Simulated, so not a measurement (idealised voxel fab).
Title: Process Module voxel capacitor over wiring
Displayed cross-section: cut, width of 170 nm, square cells sized 5 nm.
Throughout this document, each cross-section is represented as a grid of square cells and is presented as a sequence of bands enumerated from the top downward, where a band comprises one or more rows of cells. It is stipulated that each band's entry specify, in nanometres, the height of the top of the band and then that of its bottom, followed by the materials of the band in left-to-right sequence, each together with its width in nanometres. A single material marked by the word "all across" is understood to fill the band from edge to edge; the word "blank" is understood to denote empty space. It should be noted that heights are counted from 0, beneath which the wafer as supplied is of one material throughout, and that the lowest band possesses no lower boundary but continues downward, as written in "0 -> down". The width entry "30->40" should be interpreted row by row: the top row of cells in the band takes the first number, the bottom row takes the second number, and the change between adjacent rows is uniform throughout. "stayed the same" -> step changed no cross-section cell. "Closed internal cavities" - sealed voids, min. 8 cells, no opening to top; format: width x height at distance (distance from left edge; nm throughout). What comes after the settings on a step's line is commentary from the simulator itself on that step. For masked steps, "overlay nm" on the step line gives how far right of plan the mask actually lay; a minus sign means it lay to the left. In what follows, pairs of cross-sections are presented, each taken before and after one process step, with the after cross-section shown only down to the lowest band that was altered; the step, together with its settings, is stated below the pair. The pairs may stem from different runs of this module on the same starting wafer; accordingly, a pair should be taken as continuing from the one above it solely where its entry headed "Before the process" indicates as much.
Before the process
- 0 -> down = Si all across
- Closed internal cavities: none
Post-Step Cross-Section
- 15 -> 0 = SiO2 all across
- Lower than 0, everything is as it was.
- Closed internal cavities: none
the step between: op CONFORMAL_DEP | material SiO2 | thk nm 15
Before the process: taken from the pair above, after panel.
Post-Step Cross-Section
- 20 -> 15 = TiN all across
- Lower than 15, everything is as it was.
- Closed internal cavities: none
the step between: op DIRECTIONAL_DEP | material TiN | thk nm 5
Before the process: taken from the pair above, after panel.
Post-Step Cross-Section
- 40 -> 20 = W all across
- Lower than 20, everything is as it was.
- Closed internal cavities: none
the step between: op DIRECTIONAL_DEP | material W | thk nm 20
Before the process: taken from the pair above, after panel.
Post-Step Cross-Section
- 55 -> 40 = blank (35), then resist (20), then blank (55), then resist (20), then blank (40)
- Lower than 40, everything is as it was.
- Closed internal cavities: none
the step between: op PATTERN | tone cover | mask id METAL_1 | material resist | width nm 20 | pitch nm 75 | thk nm 15 | overlay nm 0
Before the process: taken from the pair above, after panel.
Post-Step Cross-Section
- 55 -> 40 = blank (35), then resist (20), then blank (55), then resist (20), then blank (40)
- 40 -> 20 = blank (35), then W (20), then blank (55), then W (20), then blank (40)
- Lower than 20, everything is as it was.
- Closed internal cavities: none
the step between: op DIRECTIONAL_ETCH | etch materials W | depth nm 20
Before the process: taken from the pair above, after panel.
Post-Step Cross-Section
- 55 -> 40 = blank (35), then resist (20), then blank (55), then resist (20), then blank (40)
- 40 -> 20 = blank (35), then W (20), then blank (55), then W (20), then blank (40)
- 20 -> 15 = blank (35), then TiN (20), then blank (55), then TiN (20), then blank (40)
- Lower than 15, everything is as it was.
- Closed internal cavities: none
the step between: op DIRECTIONAL_ETCH | etch materials TiN | depth nm 5
Before the process: taken from the pair above, after panel.
Post-Step Cross-Section
- 40 -> 20 = blank (35), then W (20), then blank (55), then W (20), then blank (40)
- Lower than 20, everything is as it was.
- Closed internal cavities: none
the step between: op STRIP | etch materials resist
Before the process: taken from the pair above, after panel.
Post-Step Cross-Section
- 45 -> 40 = blank (30), then SiCN (30), then blank (45), then SiCN (30), then blank (35)
- 40 -> 20 = blank (30), then SiCN (5), then W (20), then SiCN (5), then blank (45), then SiCN (5), then W (20), then SiCN (5), then blank (35)
- 20 -> 15 = SiCN (35), then TiN (20), then SiCN (55), then TiN (20), then SiCN (40)
- Lower than 15, everything is as it was.
- Closed internal cavities: none
the step between: op CONFORMAL_DEP | material SiCN | thk nm 5
Before the process: taken from the pair above, after panel.
Post-Step Cross-Section
- 55 -> 45 = lowk all across
- 45 -> 40 = lowk (30), then SiCN (30), then lowk (45), then SiCN (30), then lowk (35)
- 40 -> 20 = lowk (30), then SiCN (5), then W (20), then SiCN (5), then lowk (45), then SiCN (5), then W (20), then SiCN (5), then lowk (35)
- Lower than 20, everything is as it was.
- Closed internal cavities: none
the step between: op FILL_DEP | material lowk | thk nm 10
Before the process: taken from the pair above, after panel.
Post-Step Cross-Section
- 40 -> 20 = lowk (30), then SiCN (5), then W (20), then SiCN (5), then lowk (45), then SiCN (5), then W (20), then SiCN (5), then lowk (35)
- Lower than 20, everything is as it was.
- Closed internal cavities: none
the step between: op CMP | height nm 40
Before the process: taken from the pair above, after panel.
Post-Step Cross-Section
- 45 -> 40 = SiCN all across
- Lower than 40, everything is as it was.
- Closed internal cavities: none
the step between: op CONFORMAL_DEP | material SiCN | thk nm 5
Before the process: taken from the pair above, after panel.
Post-Step Cross-Section
- 65 -> 45 = lowk all across
- Lower than 45, everything is as it was.
- Closed internal cavities: none
the step between: op DIRECTIONAL_DEP | material lowk | thk nm 20
Before the process: taken from the pair above, after panel.
Post-Step Cross-Section
- 65 -> 45 = lowk (40), then blank (15), then lowk (115)
- Lower than 45, everything is as it was.
- Closed internal cavities: none
the step between: op MASKED_ETCH | tone open | mask id PLUG_1 | width nm 15 | etch materials lowk | depth nm 20 | overlay nm 0
Before the process: taken from the pair above, after panel.
Post-Step Cross-Section
- 65 -> 45 = lowk (40), then blank (15), then lowk (115)
- 45 -> 40 = SiCN (40), then blank (15), then SiCN (115)
- Lower than 40, everything is as it was.
- Closed internal cavities: none
the step between: op MASKED_ETCH | tone open | mask id PLUG_1 | width nm 15 | etch materials SiCN | depth nm 5 | overlay nm 0
Before the process: taken from the pair above, after panel.
Post-Step Cross-Section
- 65 -> 50 = lowk (40), then blank (15), then lowk (115)
- 50 -> 45 = lowk (40), then Ru (15), then lowk (115)
- 45 -> 40 = SiCN (40), then Ru (15), then SiCN (115)
- Lower than 40, everything is as it was.
- Closed internal cavities: none
the step between: op EPI | material Ru | thk nm 10
Before the process: taken from the pair above, after panel.
Post-Step Cross-Section
- 65 -> 60 = lowk (40), then blank (15), then lowk (115)
- 60 -> 45 = lowk (40), then Ru (15), then lowk (115)
- Lower than 45, everything is as it was.
- Closed internal cavities: none
the step between: op EPI | material Ru | thk nm 10
Before the process: taken from the pair above, after panel.
Post-Step Cross-Section
- 65 -> 45 = lowk (40), then Ru (15), then lowk (115)
- Lower than 45, everything is as it was.
- Closed internal cavities: none
the step between: op EPI | material Ru | thk nm 5
Before the process: taken from the pair above, after panel.
Post-Step Cross-Section
- 75 -> 65 = TiN all across
- Lower than 65, everything is as it was.
- Closed internal cavities: none
the step between: op DIRECTIONAL_DEP | material TiN | thk nm 10
Before the process: taken from the pair above, after panel.
Post-Step Cross-Section
- 80 -> 75 = SiN all across
- Lower than 75, everything is as it was.
- Closed internal cavities: none
the step between: op DIRECTIONAL_DEP | material SiN | thk nm 5
Before the process: taken from the pair above, after panel.
Post-Step Cross-Section
- 85 -> 80 = TiN all across
- Lower than 80, everything is as it was.
- Closed internal cavities: none
the step between: op DIRECTIONAL_DEP | material TiN | thk nm 5
Before the process: taken from the pair above, after panel.
Post-Step Cross-Section
- 100 -> 85 = aC all across
- Lower than 85, everything is as it was.
- Closed internal cavities: none
the step between: op DIRECTIONAL_DEP | material aC | thk nm 15
Before the process: taken from the pair above, after panel.
Post-Step Cross-Section
- 130 -> 100 = blank (40), then resist (60), then blank (70)
- Lower than 100, everything is as it was.
- Closed internal cavities: none
the step between: op PATTERN | tone cover | mask id UPPER_PLATE | material resist | width nm 60 | thk nm 30 | overlay nm 0
Before the process: taken from the pair above, after panel.
Post-Step Cross-Section
- 115 -> 100 = blank (40), then resist (60), then blank (70)
- 100 -> 85 = blank (40), then aC (60), then blank (70)
- Lower than 85, everything is as it was.
- Closed internal cavities: none
the step between: op DIRECTIONAL_ETCH | etch materials aC | depth nm 15
Before the process: taken from the pair above, after panel.
Post-Step Cross-Section
- 100 -> 85 = blank (40), then aC (60), then blank (70)
- Lower than 85, everything is as it was.
- Closed internal cavities: none
the step between: op STRIP | etch materials resist
Before the process: taken from the pair above, after panel.
Post-Step Cross-Section
- 100 -> 85 = blank (40), then aC (60), then blank (70)
- 85 -> 80 = blank (40), then TiN (60), then blank (70)
- Lower than 80, everything is as it was.
- Closed internal cavities: none
the step between: op DIRECTIONAL_ETCH | etch materials TiN | depth nm 5
Before the process: taken from the pair above, after panel.
Post-Step Cross-Section
- 100 -> 85 = blank (40), then aC (60), then blank (70)
- 85 -> 80 = blank (40), then TiN (60), then blank (70)
- 80 -> 75 = blank (40), then SiN (60), then blank (70)
- Lower than 75, everything is as it was.
- Closed internal cavities: none
the step between: op DIRECTIONAL_ETCH | etch materials SiN | depth nm 5
Before the process: taken from the pair above, after panel.
Post-Step Cross-Section
- 85 -> 80 = blank (40), then TiN (60), then blank (70)
- Lower than 80, everything is as it was.
- Closed internal cavities: none
the step between: op STRIP | etch materials aC
Before the process: taken from the pair above, after panel.
Post-Step Cross-Section
- 100 -> 90 = blank (40), then aC (60), then blank (70)
- 90 -> 85 = aC all across
- 85 -> 80 = aC (40), then TiN (60), then aC (70)
- 80 -> 75 = aC (40), then SiN (60), then aC (70)
- Lower than 75, everything is as it was.
- Closed internal cavities: none
the step between: op DIRECTIONAL_DEP | material aC | thk nm 15
Before the process: taken from the pair above, after panel.
Post-Step Cross-Section
- 130 -> 100 = blank (35), then resist (70), then blank (65)
- 100 -> 90 = blank (35), then resist (5), then aC (60), then resist (5), then blank (65)
- Lower than 90, everything is as it was.
- Closed internal cavities: none
the step between: op PATTERN | tone cover | mask id LOWER_PLATE | material resist | width nm 70 | thk nm 30 | overlay nm 0
Before the process: taken from the pair above, after panel.
Post-Step Cross-Section
- 115 -> 100 = blank (35), then resist (70), then blank (65)
- 100 -> 90 = blank (35), then resist (5), then aC (60), then resist (5), then blank (65)
- 90 -> 85 = blank (35), then aC (70), then blank (65)
- 85 -> 80 = blank (35), then aC (5), then TiN (60), then aC (5), then blank (65)
- 80 -> 75 = blank (35), then aC (5), then SiN (60), then aC (5), then blank (65)
- Lower than 75, everything is as it was.
- Closed internal cavities: none
the step between: op DIRECTIONAL_ETCH | etch materials aC | depth nm 15
Before the process: taken from the pair above, after panel.
Post-Step Cross-Section
- 100 -> 90 = blank (40), then aC (60), then blank (70)
- Lower than 90, everything is as it was.
- Closed internal cavities: none
the step between: op STRIP | etch materials resist
Before the process: taken from the pair above, after panel.
Post-Step Cross-Section
- 100 -> 90 = blank (40), then aC (60), then blank (70)
- 90 -> 85 = blank (35), then aC (70), then blank (65)
- 85 -> 80 = blank (35), then aC (5), then TiN (60), then aC (5), then blank (65)
- 80 -> 75 = blank (35), then aC (5), then SiN (60), then aC (5), then blank (65)
- 75 -> 65 = blank (35), then TiN (70), then blank (65)
- Lower than 65, everything is as it was.
- Closed internal cavities: none
the step between: op DIRECTIONAL_ETCH | etch materials TiN | depth nm 10
Before the process: taken from the pair above, after panel.
Post-Step Cross-Section
- 85 -> 80 = blank (40), then TiN (60), then blank (70)
- 80 -> 75 = blank (40), then SiN (60), then blank (70)
- Lower than 75, everything is as it was.
- Closed internal cavities: none
the step between: op STRIP | etch materials aC
Before the process: taken from the pair above, after panel.
Post-Step Cross-Section
- 105 -> 85 = SiO2 all across
- 85 -> 80 = SiO2 (40), then TiN (60), then SiO2 (70)
- 80 -> 75 = SiO2 (40), then SiN (60), then SiO2 (70)
- 75 -> 65 = SiO2 (35), then TiN (70), then SiO2 (65)
- Lower than 65, everything is as it was.
- Closed internal cavities: none
the step between: op FILL_DEP | material SiO2 | thk nm 20
Before the process: taken from the pair above, after panel.
Post-Step Cross-Section
- 100 -> 85 = SiO2 all across
- Lower than 85, everything is as it was.
- Closed internal cavities: none
the step between: op CMP | height nm 100
Before the process: taken from the pair above, after panel.
Post-Step Cross-Section
- 100 -> 85 = SiO2 (50), then blank (15), then SiO2 (105)
- Lower than 85, everything is as it was.
- Closed internal cavities: none
the step between: op MASKED_ETCH | tone open | mask id PLUG_2 | width nm 15 | etch materials SiO2 | depth nm 15 | overlay nm 0
Before the process: taken from the pair above, after panel.
Post-Step Cross-Section
- 105 -> 100 = TiN (55), then blank (5), then TiN (110)
- 100 -> 90 = SiO2 (50), then TiN (5), then blank (5), then TiN (5), then SiO2 (105)
- 90 -> 80 = SiO2 (50->40), then TiN (15->60), then SiO2 (105->70)
- Lower than 80, everything is as it was.
- Closed internal cavities: none
the step between: op CONFORMAL_DEP | material TiN | thk nm 5
Before the process: taken from the pair above, after panel.
Post-Step Cross-Section
- 110 -> 105 = W all across
- 105 -> 100 = TiN (55), then W (5), then TiN (110)
- 100 -> 90 = SiO2 (50), then TiN (5), then W (5), then TiN (5), then SiO2 (105)
- Lower than 90, everything is as it was.
- Closed internal cavities: none
the step between: op FILL_DEP | material W | thk nm 5
Before the process: taken from the pair above, after panel.
Post-Step Cross-Section
- 100 -> 90 = SiO2 (50), then TiN (5), then W (5), then TiN (5), then SiO2 (105)
- Lower than 90, everything is as it was.
- Closed internal cavities: none
the step between: op CMP | height nm 100
Before the process: taken from the pair above, after panel.
Post-Step Cross-Section
- 105 -> 100 = SiCN all across
- Lower than 100, everything is as it was.
- Closed internal cavities: none
the step between: op CONFORMAL_DEP | material SiCN | thk nm 5
Before the process
- 80 -> 75 = SiN all across
- 75 -> 65 = TiN all across
- 65 -> 45 = lowk (40), then Ru (15), then lowk (115)
- 45 -> 40 = SiCN (40), then Ru (15), then SiCN (115)
- 40 -> 20 = lowk (30), then SiCN (5), then W (20), then SiCN (5), then lowk (45), then SiCN (5), then W (20), then SiCN (5), then lowk (35)
- 20 -> 15 = SiCN (35), then TiN (20), then SiCN (55), then TiN (20), then SiCN (40)
- 15 -> 0 = SiO2 all across
- 0 -> down = Si all across
- Closed internal cavities: none
Post-Step Cross-Section
- 95 -> 80 = aC all across
- Lower than 80, everything is as it was.
- Closed internal cavities: none
the step between: op DIRECTIONAL_DEP | material aC | thk nm 15
Before the process: taken from the pair above, after panel.
Post-Step Cross-Section
- 125 -> 95 = blank (40), then resist (60), then blank (70)
- Lower than 95, everything is as it was.
- Closed internal cavities: none
the step between: op PATTERN | tone cover | mask id UPPER_PLATE | material resist | width nm 60 | thk nm 30 | overlay nm 0
Before the process: taken from the pair above, after panel.
Post-Step Cross-Section
- 110 -> 95 = blank (40), then resist (60), then blank (70)
- 95 -> 80 = blank (40), then aC (60), then blank (70)
- Lower than 80, everything is as it was.
- Closed internal cavities: none
the step between: op DIRECTIONAL_ETCH | etch materials aC | depth nm 15
Before the process: taken from the pair above, after panel.
Post-Step Cross-Section
- 95 -> 80 = blank (40), then aC (60), then blank (70)
- Lower than 80, everything is as it was.
- Closed internal cavities: none
the step between: op STRIP | etch materials resist
Before the process: taken from the pair above, after panel.
Post-Step Cross-Section
- 95 -> 80 = blank (40), then aC (60), then blank (70)
- 80 -> 75 = blank (40), then SiN (60), then blank (70)
- Lower than 75, everything is as it was.
- Closed internal cavities: none
the step between: op DIRECTIONAL_ETCH | etch materials SiN | depth nm 5
Before the process: taken from the pair above, after panel.
Post-Step Cross-Section
- 80 -> 75 = blank (40), then SiN (60), then blank (70)
- Lower than 75, everything is as it was.
- Closed internal cavities: none
the step between: op STRIP | etch materials aC
Before the process: taken from the pair above, after panel.
Post-Step Cross-Section
- 95 -> 90 = blank (40), then aC (60), then blank (70)
- 90 -> 80 = aC all across
- 80 -> 75 = aC (40), then SiN (60), then aC (70)
- Lower than 75, everything is as it was.
- Closed internal cavities: none
the step between: op DIRECTIONAL_DEP | material aC | thk nm 15
Before the process: taken from the pair above, after panel.
Post-Step Cross-Section
- 125 -> 95 = blank (35), then resist (70), then blank (65)
- 95 -> 90 = blank (35), then resist (5), then aC (60), then resist (5), then blank (65)
- Lower than 90, everything is as it was.
- Closed internal cavities: none
the step between: op PATTERN | tone cover | mask id LOWER_PLATE | material resist | width nm 70 | thk nm 30 | overlay nm 0
Before the process: taken from the pair above, after panel.
Post-Step Cross-Section
- 110 -> 95 = blank (35), then resist (70), then blank (65)
- 95 -> 90 = blank (35), then resist (5), then aC (60), then resist (5), then blank (65)
- 90 -> 80 = blank (35), then aC (70), then blank (65)
- 80 -> 75 = blank (35), then aC (5), then SiN (60), then aC (5), then blank (65)
- Lower than 75, everything is as it was.
- Closed internal cavities: none
the step between: op DIRECTIONAL_ETCH | etch materials aC | depth nm 15
Before the process: taken from the pair above, after panel.
Post-Step Cross-Section
- 95 -> 90 = blank (40), then aC (60), then blank (70)
- Lower than 90, everything is as it was.
- Closed internal cavities: none
the step between: op STRIP | etch materials resist
Before the process: taken from the pair above, after panel.
Post-Step Cross-Section
- 95 -> 90 = blank (40), then aC (60), then blank (70)
- 90 -> 80 = blank (35), then aC (70), then blank (65)
- 80 -> 75 = blank (35), then aC (5), then SiN (60), then aC (5), then blank (65)
- 75 -> 65 = blank (35), then TiN (70), then blank (65)
- Lower than 65, everything is as it was.
- Closed internal cavities: none
the step between: op DIRECTIONAL_ETCH | etch materials TiN | depth nm 10
Before the process: taken from the pair above, after panel.
Post-Step Cross-Section
- 80 -> 75 = blank (40), then SiN (60), then blank (70)
- Lower than 75, everything is as it was.
- Closed internal cavities: none
the step between: op STRIP | etch materials aC
Before the process: taken from the pair above, after panel.
Post-Step Cross-Section
- 100 -> 80 = SiO2 all across
- 80 -> 75 = SiO2 (40), then SiN (60), then SiO2 (70)
- 75 -> 65 = SiO2 (35), then TiN (70), then SiO2 (65)
- Lower than 65, everything is as it was.
- Closed internal cavities: none
the step between: op FILL_DEP | material SiO2 | thk nm 20
Before the process: taken from the pair above, after panel.
Post-Step Cross-Section
- 100 -> 85 = SiO2 (50), then blank (15), then SiO2 (105)
- Lower than 85, everything is as it was.
- Closed internal cavities: none
the step between: op MASKED_ETCH | tone open | mask id PLUG_2 | width nm 15 | etch materials SiO2 | depth nm 15 | overlay nm 0
Before the process: taken from the pair above, after panel.
Post-Step Cross-Section
- 105 -> 100 = TiN (55), then blank (5), then TiN (110)
- 100 -> 90 = SiO2 (50), then TiN (5), then blank (5), then TiN (5), then SiO2 (105)
- 90 -> 85 = SiO2 (50), then TiN (15), then SiO2 (105)
- Lower than 85, everything is as it was.
- Closed internal cavities: none
the step between: op CONFORMAL_DEP | material TiN | thk nm 5
Before the process: taken from the pair above, after panel.
Post-Step Cross-Section
- 110 -> 105 = W all across
- 105 -> 100 = TiN (55), then W (5), then TiN (110)
- 100 -> 90 = SiO2 (50), then TiN (5), then W (5), then TiN (5), then SiO2 (105)
- Lower than 90, everything is as it was.
- Closed internal cavities: none
the step between: op FILL_DEP | material W | thk nm 5
Before the process: taken from the pair above, after panel.
Post-Step Cross-Section
- 100 -> 90 = SiO2 (50), then TiN (5), then W (5), then TiN (5), then SiO2 (105)
- Lower than 90, everything is as it was.
- Closed internal cavities: none
the step between: op CMP | height nm 100
Before the process: taken from the pair above, after panel.
Post-Step Cross-Section
- 105 -> 100 = SiCN all across
- Lower than 100, everything is as it was.
- Closed internal cavities: none
the step between: op CONFORMAL_DEP | material SiCN | thk nm 5
Before the process
- 65 -> 60 = lowk (40), then blank (15), then lowk (115)
- 60 -> 45 = lowk (40), then Ru (15), then lowk (115)
- 45 -> 40 = SiCN (40), then Ru (15), then SiCN (115)
- 40 -> 20 = lowk (30), then SiCN (5), then W (20), then SiCN (5), then lowk (45), then SiCN (5), then W (20), then SiCN (5), then lowk (35)
- 20 -> 15 = SiCN (35), then TiN (20), then SiCN (55), then TiN (20), then SiCN (40)
- 15 -> 0 = SiO2 all across
- 0 -> down = Si all across
- Closed internal cavities: none
Post-Step Cross-Section
- 70 -> 65 = blank (35), then Ru (25), then blank (110)
- 65 -> 45 = lowk (40), then Ru (15), then lowk (115)
- Lower than 45, everything is as it was.
- Closed internal cavities: none
the step between: op EPI | material Ru | thk nm 10
Before the process: taken from the pair above, after panel.
Post-Step Cross-Section
- 75 -> 65 = blank (30), then Ru (35), then blank (105)
- Lower than 65, everything is as it was.
- Closed internal cavities: none
the step between: op EPI | material Ru | thk nm 5
Before the process: taken from the pair above, after panel.
Post-Step Cross-Section
- 85 -> 75 = blank (30), then TiN (35), then blank (105)
- 75 -> 65 = TiN (30), then Ru (35), then TiN (105)
- Lower than 65, everything is as it was.
- Closed internal cavities: none
the step between: op DIRECTIONAL_DEP | material TiN | thk nm 10
Before the process: taken from the pair above, after panel.
Post-Step Cross-Section
- 90 -> 85 = blank (30), then SiN (35), then blank (105)
- 85 -> 80 = blank (30), then TiN (35), then blank (105)
- 80 -> 75 = SiN (30), then TiN (35), then SiN (105)
- Lower than 75, everything is as it was.
- Closed internal cavities: none
the step between: op DIRECTIONAL_DEP | material SiN | thk nm 5
Before the process: taken from the pair above, after panel.
Post-Step Cross-Section
- 95 -> 90 = blank (30), then TiN (35), then blank (105)
- 90 -> 85 = blank (30), then SiN (35), then blank (105)
- 85 -> 80 = TiN all across
- Lower than 80, everything is as it was.
- Closed internal cavities: none
the step between: op DIRECTIONAL_DEP | material TiN | thk nm 5
Before the process: taken from the pair above, after panel.
Post-Step Cross-Section
- 110 -> 100 = blank (30), then aC (35), then blank (105)
- 100 -> 95 = aC all across
- 95 -> 90 = aC (30), then TiN (35), then aC (105)
- 90 -> 85 = aC (30), then SiN (35), then aC (105)
- Lower than 85, everything is as it was.
- Closed internal cavities: none
the step between: op DIRECTIONAL_DEP | material aC | thk nm 15
Before the process: taken from the pair above, after panel.
Post-Step Cross-Section
- 140 -> 110 = blank (40), then resist (60), then blank (70)
- 110 -> 100 = blank (30), then aC (35), then resist (35), then blank (70)
- Lower than 100, everything is as it was.
- Closed internal cavities: none
the step between: op PATTERN | tone cover | mask id UPPER_PLATE | material resist | width nm 60 | thk nm 30 | overlay nm 0
Before the process: taken from the pair above, after panel.
Post-Step Cross-Section
- 125 -> 110 = blank (40), then resist (60), then blank (70)
- 110 -> 100 = blank (40), then aC (25), then resist (35), then blank (70)
- 100 -> 95 = blank (40), then aC (60), then blank (70)
- 95 -> 90 = blank (30), then TiN (35), then aC (35), then blank (70)
- 90 -> 85 = blank (30), then SiN (35), then aC (35), then blank (70)
- Lower than 85, everything is as it was.
- Closed internal cavities: none
the step between: op DIRECTIONAL_ETCH | etch materials aC | depth nm 15
Before the process: taken from the pair above, after panel.
Post-Step Cross-Section
- 110 -> 100 = blank (40), then aC (25), then blank (105)
- Lower than 100, everything is as it was.
- Closed internal cavities: none
the step between: op STRIP | etch materials resist
Before the process: taken from the pair above, after panel.
Post-Step Cross-Section
- 110 -> 100 = blank (40), then aC (25), then blank (105)
- 100 -> 95 = blank (40), then aC (60), then blank (70)
- 95 -> 90 = blank (40), then TiN (25), then aC (35), then blank (70)
- 90 -> 85 = blank (30), then SiN (35), then aC (35), then blank (70)
- 85 -> 80 = blank (30), then TiN (70), then blank (70)
- Lower than 80, everything is as it was.
- Closed internal cavities: none
the step between: op DIRECTIONAL_ETCH | etch materials TiN | depth nm 5
Before the process: taken from the pair above, after panel.
Post-Step Cross-Section
- 110 -> 100 = blank (40), then aC (25), then blank (105)
- 100 -> 95 = blank (40), then aC (60), then blank (70)
- 95 -> 90 = blank (40), then TiN (25), then aC (35), then blank (70)
- 90 -> 85 = blank (40), then SiN (25), then aC (35), then blank (70)
- 85 -> 80 = blank (30), then TiN (70), then blank (70)
- 80 -> 75 = blank (30), then TiN (35), then SiN (35), then blank (70)
- Lower than 75, everything is as it was.
- Closed internal cavities: none
the step between: op DIRECTIONAL_ETCH | etch materials SiN | depth nm 5
Before the process: taken from the pair above, after panel.
Post-Step Cross-Section
- 95 -> 90 = blank (40), then TiN (25), then blank (105)
- 90 -> 85 = blank (40), then SiN (25), then blank (105)
- Lower than 85, everything is as it was.
- Closed internal cavities: none
the step between: op STRIP | etch materials aC
Before the process: taken from the pair above, after panel.
Post-Step Cross-Section
- 110 -> 100 = blank (40), then aC (25), then blank (105)
- 100 -> 95 = blank (30), then aC (70), then blank (70)
- 95 -> 90 = blank (30), then aC (10), then TiN (25), then aC (35), then blank (70)
- 90 -> 85 = aC (40), then SiN (25), then aC (105)
- 85 -> 80 = aC (30), then TiN (70), then aC (70)
- 80 -> 75 = aC (30), then TiN (35), then SiN (35), then aC (70)
- Lower than 75, everything is as it was.
- Closed internal cavities: none
the step between: op DIRECTIONAL_DEP | material aC | thk nm 15
Before the process: taken from the pair above, after panel.
Post-Step Cross-Section
- 140 -> 110 = blank (35), then resist (70), then blank (65)
- 110 -> 100 = blank (35), then resist (5), then aC (25), then resist (40), then blank (65)
- 100 -> 95 = blank (30), then aC (70), then resist (5), then blank (65)
- 95 -> 90 = blank (30), then aC (10), then TiN (25), then aC (35), then resist (5), then blank (65)
- Lower than 90, everything is as it was.
- Closed internal cavities: none
the step between: op PATTERN | tone cover | mask id LOWER_PLATE | material resist | width nm 70 | thk nm 30 | overlay nm 0
Before the process: taken from the pair above, after panel.
Post-Step Cross-Section
- 125 -> 110 = blank (35), then resist (70), then blank (65)
- 110 -> 100 = blank (35), then resist (5), then aC (25), then resist (40), then blank (65)
- 100 -> 95 = blank (35), then aC (65), then resist (5), then blank (65)
- 95 -> 90 = blank (35), then aC (5), then TiN (25), then aC (35), then resist (5), then blank (65)
- 90 -> 85 = blank (35), then aC (5), then SiN (25), then aC (40), then blank (65)
- 85 -> 80 = blank (30), then TiN (70), then aC (5), then blank (65)
- 80 -> 75 = blank (30), then TiN (35), then SiN (35), then aC (5), then blank (65)
- Lower than 75, everything is as it was.
- Closed internal cavities: none
the step between: op DIRECTIONAL_ETCH | etch materials aC | depth nm 15
Before the process: taken from the pair above, after panel.
Post-Step Cross-Section
- 110 -> 100 = blank (40), then aC (25), then blank (105)
- 100 -> 95 = blank (35), then aC (65), then blank (70)
- 95 -> 90 = blank (35), then aC (5), then TiN (25), then aC (35), then blank (70)
- Lower than 90, everything is as it was.
- Closed internal cavities: none
the step between: op STRIP | etch materials resist
Before the process: taken from the pair above, after panel.
Post-Step Cross-Section
- 110 -> 100 = blank (40), then aC (25), then blank (105)
- 100 -> 95 = blank (35), then aC (65), then blank (70)
- 95 -> 90 = blank (35), then aC (5), then TiN (25), then aC (35), then blank (70)
- 90 -> 85 = blank (35), then aC (5), then SiN (25), then aC (40), then blank (65)
- 85 -> 80 = blank (35), then TiN (65), then aC (5), then blank (65)
- 80 -> 75 = blank (35), then TiN (30), then SiN (35), then aC (5), then blank (65)
- 75 -> 65 = blank (30), then Ru (35), then TiN (40), then blank (65)
- Lower than 65, everything is as it was.
- Closed internal cavities: none
the step between: op DIRECTIONAL_ETCH | etch materials TiN | depth nm 10
Before the process: taken from the pair above, after panel.
Post-Step Cross-Section
- 95 -> 90 = blank (40), then TiN (25), then blank (105)
- 90 -> 85 = blank (40), then SiN (25), then blank (105)
- 85 -> 80 = blank (35), then TiN (65), then blank (70)
- 80 -> 75 = blank (35), then TiN (30), then SiN (35), then blank (70)
- Lower than 75, everything is as it was.
- Closed internal cavities: none
the step between: op STRIP | etch materials aC
Before the process: taken from the pair above, after panel.
Post-Step Cross-Section
- 115 -> 95 = SiO2 all across
- 95 -> 90 = SiO2 (40), then TiN (25), then SiO2 (105)
- 90 -> 85 = SiO2 (40), then SiN (25), then SiO2 (105)
- 85 -> 80 = SiO2 (35), then TiN (65), then SiO2 (70)
- 80 -> 75 = SiO2 (35), then TiN (30), then SiN (35), then SiO2 (70)
- 75 -> 65 = SiO2 (30), then Ru (35), then TiN (40), then SiO2 (65)
- Lower than 65, everything is as it was.
- Closed internal cavities: none
the step between: op FILL_DEP | material SiO2 | thk nm 20
Before the process: taken from the pair above, after panel.
Post-Step Cross-Section
- 100 -> 95 = SiO2 all across
- Lower than 95, everything is as it was.
- Closed internal cavities: none
the step between: op CMP | height nm 100
Before the process: taken from the pair above, after panel.
Post-Step Cross-Section
- 100 -> 95 = SiO2 (50), then blank (15), then SiO2 (105)
- Lower than 95, everything is as it was.
- Closed internal cavities: none
the step between: op MASKED_ETCH | tone open | mask id PLUG_2 | width nm 15 | etch materials SiO2 | depth nm 15 | overlay nm 0
Before the process: taken from the pair above, after panel.
Post-Step Cross-Section
- 105 -> 100 = TiN (55), then blank (5), then TiN (110)
- 100 -> 90 = SiO2 (50->40), then TiN (15->25), then SiO2 (105)
- Lower than 90, everything is as it was.
- Closed internal cavities: none
the step between: op CONFORMAL_DEP | material TiN | thk nm 5
Before the process: taken from the pair above, after panel.
Post-Step Cross-Section
- 110 -> 105 = W all across
- 105 -> 100 = TiN (55), then W (5), then TiN (110)
- Lower than 100, everything is as it was.
- Closed internal cavities: none
the step between: op FILL_DEP | material W | thk nm 5
Before the process: taken from the pair above, after panel.
Post-Step Cross-Section
- 100 -> 90 = SiO2 (50->40), then TiN (15->25), then SiO2 (105)
- Lower than 90, everything is as it was.
- Closed internal cavities: none
the step between: op CMP | height nm 100
Before the process: taken from the pair above, after panel.
Post-Step Cross-Section
- 105 -> 100 = SiCN all across
- Lower than 100, everything is as it was.
- Closed internal cavities: none
the step between: op CONFORMAL_DEP | material SiCN | thk nm 5
Before the process
- 15 -> 0 = SiO2 all across
- 0 -> down = Si all across
- Closed internal cavities: none
Post-Step Cross-Section
- 35 -> 15 = W all across
- Lower than 15, everything is as it was.
- Closed internal cavities: none
the step between: op DIRECTIONAL_DEP | material W | thk nm 20
Before the process: taken from the pair above, after panel.
Post-Step Cross-Section
- 40 -> 35 = TiN all across
- Lower than 35, everything is as it was.
- Closed internal cavities: none
the step between: op DIRECTIONAL_DEP | material TiN | thk nm 5
Before the process: taken from the pair above, after panel.
Post-Step Cross-Section
- 55 -> 40 = blank (35), then resist (20), then blank (55), then resist (20), then blank (40)
- Lower than 40, everything is as it was.
- Closed internal cavities: none
the step between: op PATTERN | tone cover | mask id METAL_1 | material resist | width nm 20 | pitch nm 75 | thk nm 15 | overlay nm 0
Before the process: taken from the pair above, after panel.
Post-Step Cross-Section
- 55 -> 40 = blank (35), then resist (20), then blank (55), then resist (20), then blank (40)
- 40 -> 35 = blank (35), then TiN (20), then blank (55), then TiN (20), then blank (40)
- Lower than 35, everything is as it was.
- Closed internal cavities: none
the step between: op DIRECTIONAL_ETCH | etch materials TiN | depth nm 5
Before the process: taken from the pair above, after panel.
Post-Step Cross-Section
- 40 -> 35 = blank (35), then TiN (20), then blank (55), then TiN (20), then blank (40)
- Lower than 35, everything is as it was.
- Closed internal cavities: none
the step between: op STRIP | etch materials resist
